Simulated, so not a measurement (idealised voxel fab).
The process module presented herein is designated voxel lift off.
In the cross-section labelled cut, the width is 170 nm and each square cell is 5 nm.
If you're reading a cross-section in this doc, picture square cells in a grid; it comes to you as bands, top ones listed first down to the bottom, and a band can be one or more rows of cells.
Heights first: top, then bottom, in nm. Then materials, left to right, each with a width in nm. "everywhere" on a single material: fills the band edge to edge. "blank": empty space.
Heights are measured from 0, the level below which the as-received wafer is all one material; the lowest band has no bottom and continues downward, written as in "from 0 down".
The notation "30..40" denotes a width that varies across the rows of cells in the band, beginning at the first number in the top row, finishing at the second number in the bottom row, and changing by an identical amount from each row to the next.
Key: "nothing altered" - step with no changed cell in the cross-section.
In "Enclosed cavities" the enclosed voids are listed, meaning empty spaces of 8 cells or larger without any opening to the top. The form is width x height at distance, distance from the left edge, units nm.
Formally, on a step line, whatever follows the settings is a remark that the simulator itself makes on the step.
overlay nm: where the mask lay relative to plan, measured to the right, on steps with a mask; negatives go left.

The planned process steps are enumerated hereunder:
- 1: RECEIVE (material Si)
- 2: CONFORMAL_DEP (material SiO2; thk nm 5)
- 3: PATTERN (tone open; mask id LINES; material resist; width nm 30; pitch nm 60; thk nm 25; overlay nm 0)
- 4: DIRECTIONAL_DEP (material Ru; thk nm 15)
- 5: STRIP (etch materials resist)
- 6: CONFORMAL_DEP (material SiCN; thk nm 5)

first wafer, as planned:

As-received state of the wafer in cross-section, equivalent to post-step 1:
  from 0 down: Si everywhere
  Enclosed cavities: none

After step 2, in cross-section:
  from 5 to 0: SiO2 everywhere
  Unchanged below 0.

After step 3, in cross-section:
  from 30 to 5: resist 40 nm  blank 30 nm  resist 30 nm  blank 30 nm  resist 40 nm
  Unchanged below 5.

After step 4, in cross-section:
  from 45 to 30: Ru 40 nm  blank 30 nm  Ru 30 nm  blank 30 nm  Ru 40 nm
  from 30 to 20: resist 40 nm  blank 30 nm  resist 30 nm  blank 30 nm  resist 40 nm
  from 20 to 5: resist 40 nm  Ru 30 nm  resist 30 nm  Ru 30 nm  resist 40 nm
  Unchanged below 5.

After step 5, in cross-section:
  from 20 to 5: blank 40 nm  Ru 30 nm  blank 30 nm  Ru 30 nm  blank 40 nm
  Unchanged below 5.

After step 6, in cross-section:
  from 25 to 20: blank 35 nm  SiCN 40 nm  blank 20 nm  SiCN 40 nm  blank 35 nm
  from 20 to 10: blank 35 nm  SiCN 5 nm  Ru 30 nm  SiCN 5 nm  blank 20 nm  SiCN 5 nm  Ru 30 nm  SiCN 5 nm  blank 35 nm
  from 10 to 5: SiCN 40 nm  Ru 30 nm  SiCN 30 nm  Ru 30 nm  SiCN 40 nm
  Unchanged below 5.

The second wafer: identical to the first at the outset and in its planned sequence, differing only in that one mistake was made during processing; up to and including step 3, its path is the first wafer's path:

Cross-sectional view of the second wafer at the intended end time of process step 4:
  from 50 to 30: Ru 40 nm  blank 30 nm  Ru 30 nm  blank 30 nm  Ru 40 nm
  from 30 to 25: resist 40 nm  blank 30 nm  resist 30 nm  blank 30 nm  resist 40 nm
  from 25 to 5: resist 40 nm  Ru 30 nm  resist 30 nm  Ru 30 nm  resist 40 nm
  Unchanged below 5.

Cross-sectional view of the second wafer at the intended end time of process step 5:
  from 25 to 5: blank 40 nm  Ru 30 nm  blank 30 nm  Ru 30 nm  blank 40 nm
  Unchanged below 5.

Cross-sectional view of the second wafer at the intended end time of process step 6:
  from 30 to 25: blank 35 nm  SiCN 40 nm  blank 20 nm  SiCN 40 nm  blank 35 nm
  from 25 to 10: blank 35 nm  SiCN 5 nm  Ru 30 nm  SiCN 5 nm  blank 20 nm  SiCN 5 nm  Ru 30 nm  SiCN 5 nm  blank 35 nm
  from 10 to 5: SiCN 40 nm  Ru 30 nm  SiCN 30 nm  Ru 30 nm  SiCN 40 nm
  Unchanged below 5.
Diagnosis: step 4 was not run as planned; what actually ran was DIRECTIONAL_DEP (material Ru; thk nm 20)
at the end the second wafer has, in cells: Ru +12, SiCN +4
